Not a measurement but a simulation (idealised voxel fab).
You're looking at the process module voxel plated lines.
Section shown: cut. Width: 215 nm. Cell size: 5 nm, square.
Cross-section format: a grid of square cells, given as bands from top to bottom; each band is one or more rows of cells. What a band's entry tells you: where the top is and where the bottom is, as heights in nm, and after that what lies inside, material by material from left to right, each with its width in nm. Empty space is written as the word "air", and a single material marked with the word "all across" occupies the band from edge to edge. Below 0: as-received wafer, all one material; heights counted from there. Lowest band: no bottom, goes on down, written "0 -> down". Per-row width for "30->40": begins at first number (top row of band), ends at second number (bottom row), increment between rows held constant. Take "remained unchanged" at face value: in the step it is given for, the cross-section changed in none of its cells. The list in "Tabulated closed voids" covers empty spaces of 8 cells or more that cannot reach the top through any open way, and it gives each as width x height at distance; the distance is from the left edge, and width, height and distance are in nm. The remark found on a step's line after its settings is issued by the simulator itself and pertains to that step. "overlay nm" answers the question of how far to the right of plan the mask lay on a step that has a mask, and when it is negative the answer is to the left.
Planned process steps:
step 1: RECEIVE (material Si)
step 2: CONFORMAL_DEP (material SiN; thk nm 10)
step 3: DIRECTIONAL_DEP (material TiN; thk nm 5)
step 4: PATTERN (tone open; mask id LINES; material resist; width nm 25; pitch nm 45; thk nm 40; overlay nm 0)
step 5: EPI (material Ru; thk nm 10)
step 6: EPI (material Ru; thk nm 10)
step 7: EPI (material Ru; thk nm 10)
step 8: STRIP (etch materials resist)
step 9: DIRECTIONAL_ETCH (etch materials TiN; depth nm 5)
step 10: CONFORMAL_DEP (material SiCN; thk nm 10)
This is the cross-section of the wafer as we received it, i.e. after step 1:
  0 -> down | Si all across
  Tabulated closed voids: none
The first of two wafers, cross-sectioned at the end of the module, with the run proceeding as planned:
  55 -> 45 | air (40) | SiCN (135) | air (40)
  45 -> 20 | air (40) | SiCN (10) | Ru (25) | SiCN (20) | Ru (25) | SiCN (20) | Ru (25) | SiCN (10) | air (40)
  20 -> 15 | SiCN (50) | Ru (25) | SiCN (20) | Ru (25) | SiCN (20) | Ru (25) | SiCN (50)
  15 -> 10 | SiCN (50) | TiN (25) | SiCN (20) | TiN (25) | SiCN (20) | TiN (25) | SiCN (50)
  10 -> 0 | SiN all across
  0 -> down | Si all across
  Tabulated closed voids: none
Second wafer through the module, sectioned at the end: same beginning and same plan as the first wafer, with one mistake in carrying it out:
  55 -> 45 | air (30) | SiCN (135) | air (50)
  45 -> 20 | air (30) | SiCN (10) | Ru (25) | SiCN (20) | Ru (25) | SiCN (20) | Ru (25) | SiCN (10) | air (50)
  20 -> 15 | SiCN (40) | Ru (25) | SiCN (20) | Ru (25) | SiCN (20) | Ru (25) | SiCN (60)
  15 -> 10 | SiCN (40) | TiN (25) | SiCN (20) | TiN (25) | SiCN (20) | TiN (25) | SiCN (60)
  10 -> 0 | SiN all across
  0 -> down | Si all across
  Tabulated closed voids: none
Nonconformance to the process plan: step 4, actual vs plan mismatch, actual run PATTERN (tone open; mask id LINES; material resist; width nm 25; pitch nm 45; thk nm 40; overlay nm -10)
At the end, each material covers as many cells on the second wafer as it does on the first, though the cells it covers are elsewhere.
